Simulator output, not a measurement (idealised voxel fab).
process module | voxel spacer lines
cross-section cut | 285 nm wide | cells 5 nm
A cross-section is a grid of square cells, given in bands from the top down. A band is one or more rows of cells.
Each band's line starts with the height of the band's top and of its bottom, in nm. Then come its materials from left to right, each with its width in nm. One material with "throughout" fills the band from edge to edge. "air" is empty space.
Height 0 is the level under which the wafer as received is all one material. The lowest band goes on downwards, as in "0 down".
A width such as "30 to 40" changes by the same amount from each row of cells to the next, from the band's top row to its bottom row.
"no change" after a step means that no cell of the cross-section changed.
closed voids: empty space of 8 cells or more with no open way to the top, each as width x height at its distance from the left edge, in nm
after a step's settings: what the simulator itself notes on the step
overlay nm, on a step with a mask: how far to the right of its planned place the mask lay; to the left if negative
plan
1 op RECEIVE | material Si
2 op CONFORMAL_DEP | material Al2O3 | thk nm 10
3 op DIRECTIONAL_DEP | material W | thk nm 10
4 op DIRECTIONAL_DEP | material aC | thk nm 30
5 op PATTERN | tone cover | mask id MANDREL | material resist | width nm 25 | pitch nm 80 | thk nm 35 | overlay nm 0
6 op DIRECTIONAL_ETCH | etch materials aC | depth nm 30
7 op STRIP | etch materials resist
8 op CONFORMAL_DEP | material SiO2 | thk nm 15
9 op DIRECTIONAL_ETCH | etch materials SiO2 | depth nm 15
10 op STRIP | etch materials aC
11 op DIRECTIONAL_ETCH | etch materials W | depth nm 10
12 op STRIP | etch materials SiO2
first wafer, as planned
as received, after step 1
  0 down: Si throughout
  closed voids: none
after step 2
  10 to 0: Al2O3 throughout
  below 0: unchanged
after step 3
  20 to 10: W throughout
  below 10: unchanged
after step 4
  50 to 20: aC throughout
  below 20: unchanged
after step 5
  85 to 50: air 90 | resist 25 | air 55 | resist 25 | air 90
  below 50: unchanged
after step 6
  55 to 50: air 90 | resist 25 | air 55 | resist 25 | air 90
  50 to 20: air 90 | aC 25 | air 55 | aC 25 | air 90
  below 20: unchanged
after step 7
  50 to 20: air 90 | aC 25 | air 55 | aC 25 | air 90
  below 20: unchanged
after step 8
  65 to 50: air 75 | SiO2 55 | air 25 | SiO2 55 | air 75
  50 to 35: air 75 | SiO2 15 | aC 25 | SiO2 15 | air 25 | SiO2 15 | aC 25 | SiO2 15 | air 75
  35 to 20: SiO2 90 | aC 25 | SiO2 55 | aC 25 | SiO2 90
  below 20: unchanged
after step 9
  50 to 20: air 75 | SiO2 15 | aC 25 | SiO2 15 | air 25 | SiO2 15 | aC 25 | SiO2 15 | air 75
  below 20: unchanged
after step 10
  50 to 20: air 75 | SiO2 15 | air 25 | SiO2 15 | air 25 | SiO2 15 | air 25 | SiO2 15 | air 75
  below 20: unchanged
after step 11
  50 to 20: air 75 | SiO2 15 | air 25 | SiO2 15 | air 25 | SiO2 15 | air 25 | SiO2 15 | air 75
  20 to 10: air 75 | W 15 | air 25 | W 15 | air 25 | W 15 | air 25 | W 15 | air 75
  below 10: unchanged
after step 12
  20 to 10: air 75 | W 15 | air 25 | W 15 | air 25 | W 15 | air 25 | W 15 | air 75
  below 10: unchanged
second wafer: like start, like plan, one mistake. Through step 9 it matches the first wafer
when step 10 should have ended
  50 to 20: air 75 | SiO2 15 | aC 25 | SiO2 15 | air 25 | SiO2 15 | aC 25 | SiO2 15 | air 75
  20 to 10: air 75 | W 55 | air 25 | W 55 | air 75
  below 10: unchanged
when step 11 should have ended
  50 to 20: air 75 | SiO2 15 | air 25 | SiO2 15 | air 25 | SiO2 15 | air 25 | SiO2 15 | air 75
  below 20: unchanged
when step 12 should have ended
  20 to 10: air 75 | W 55 | air 25 | W 55 | air 75
  below 10: unchanged
what went wrong: steps 10 and 11 were swapped
at the end the second wafer has, in cells: 20 more of W
